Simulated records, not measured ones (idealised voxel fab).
Proc. module: voxel lift off
For reference, the cross-section in this document is cut, with width 270 nm and square cells of 5 nm.
Reading order for cross-sections: top band down to bottom band. Underlying form: a grid of square cells. Band size: one or more rows of cells.
The entry gives the band's vertical extent as a top height and a bottom height in nm, then its horizontal make-up as materials from left to right, each with a width in nm. "air" stands for empty space; a single material marked "throughout" fills the band edge to edge.
Height datum 0, below which the as-received substrate wafer is one material. Lowest band open at the bottom, running downward: "0 down".
A two-number width, for instance "30 to 40", indicates that the width is equal to the first number in the top row of the band and to the second number in the bottom row, and that it changes by a constant amount per row of cells.
Basically "stayed the same" means that step didn't change any cell in the cross-section.
"Sealed void inventory" - sealed voids, min. 8 cells, no opening to top; format: width x height at distance (distance from left edge; nm throughout).
On each step's line, the part that comes after the settings is the simulator's own comment on the step.
"overlay nm", when on a step's line for a step with a mask, measures how far to the right of its planned place the mask lay; a negative measure means to the left.
### So here's the lineup of process steps we planned
1) RECEIVE [material Si]
2) CONFORMAL_DEP [material SiO2] [thk nm 5]
3) PATTERN [tone open] [mask id LINES] [material resist] [width nm 15] [pitch nm 45] [thk nm 30] [overlay nm 0]
4) DIRECTIONAL_DEP [material Ru] [thk nm 15]
5) STRIP [etch materials resist]
6) CONFORMAL_DEP [material SiCN] [thk nm 5]
### First wafer of two (run as planned)
### Delivered wafer in cross-section: state after step 1
* 0 down: Si throughout
* Sealed void inventory: none
### The wafer, seen in cross-section, after step 2
* 5 to 0: SiO2 throughout
* For the remainder of the cross-section, below 0, there is no change.
### The wafer, seen in cross-section, after step 3
* 35 to 5: resist (80)  air (15)  resist (30)  air (15)  resist (30)  air (15)  resist (85)
* For the remainder of the cross-section, below 5, there is no change.
### The wafer, seen in cross-section, after step 4
* 50 to 35: Ru (80)  air (15)  Ru (30)  air (15)  Ru (30)  air (15)  Ru (85)
* 35 to 20: resist (80)  air (15)  resist (30)  air (15)  resist (30)  air (15)  resist (85)
* 20 to 5: resist (80)  Ru (15)  resist (30)  Ru (15)  resist (30)  Ru (15)  resist (85)
* For the remainder of the cross-section, below 5, there is no change.
### The wafer, seen in cross-section, after step 5
* 20 to 5: air (80)  Ru (15)  air (30)  Ru (15)  air (30)  Ru (15)  air (85)
* For the remainder of the cross-section, below 5, there is no change.
### The wafer, seen in cross-section, after step 6
* 25 to 20: air (75)  SiCN (25)  air (20)  SiCN (25)  air (20)  SiCN (25)  air (80)
* 20 to 10: air (75)  SiCN (5)  Ru (15)  SiCN (5)  air (20)  SiCN (5)  Ru (15)  SiCN (5)  air (20)  SiCN (5)  Ru (15)  SiCN (5)  air (80)
* 10 to 5: SiCN (80)  Ru (15)  SiCN (30)  Ru (15)  SiCN (30)  Ru (15)  SiCN (85)
* For the remainder of the cross-section, below 5, there is no change.
### Wafer two of the pair: same origin, same plan, one error during the run; identical to wafer one up to and including step 2
### At the planned end of step 3, the second wafer in cross-section
* 35 to 5: resist (85)  air (15)  resist (30)  air (15)  resist (30)  air (15)  resist (80)
* For the remainder of the cross-section, below 5, there is no change.
### At the planned end of step 4, the second wafer in cross-section
* 50 to 35: Ru (85)  air (15)  Ru (30)  air (15)  Ru (30)  air (15)  Ru (80)
* 35 to 20: resist (85)  air (15)  resist (30)  air (15)  resist (30)  air (15)  resist (80)
* 20 to 5: resist (85)  Ru (15)  resist (30)  Ru (15)  resist (30)  Ru (15)  resist (80)
* For the remainder of the cross-section, below 5, there is no change.
### At the planned end of step 5, the second wafer in cross-section
* 20 to 5: air (85)  Ru (15)  air (30)  Ru (15)  air (30)  Ru (15)  air (80)
* For the remainder of the cross-section, below 5, there is no change.
### At the planned end of step 6, the second wafer in cross-section
* 25 to 20: air (80)  SiCN (25)  air (20)  SiCN (25)  air (20)  SiCN (25)  air (75)
* 20 to 10: air (80)  SiCN (5)  Ru (15)  SiCN (5)  air (20)  SiCN (5)  Ru (15)  SiCN (5)  air (20)  SiCN (5)  Ru (15)  SiCN (5)  air (75)
* 10 to 5: SiCN (85)  Ru (15)  SiCN (30)  Ru (15)  SiCN (30)  Ru (15)  SiCN (80)
* For the remainder of the cross-section, below 5, there is no change.
Error vs. plan: step 3, actual vs plan mismatch, actual run PATTERN [tone open] [mask id LINES] [material resist] [width nm 15] [pitch nm 45] [thk nm 30] [overlay nm 5]
If you tally the cells, the second wafer ends up with the same amount of every material as the first; it's all just sitting in different places.
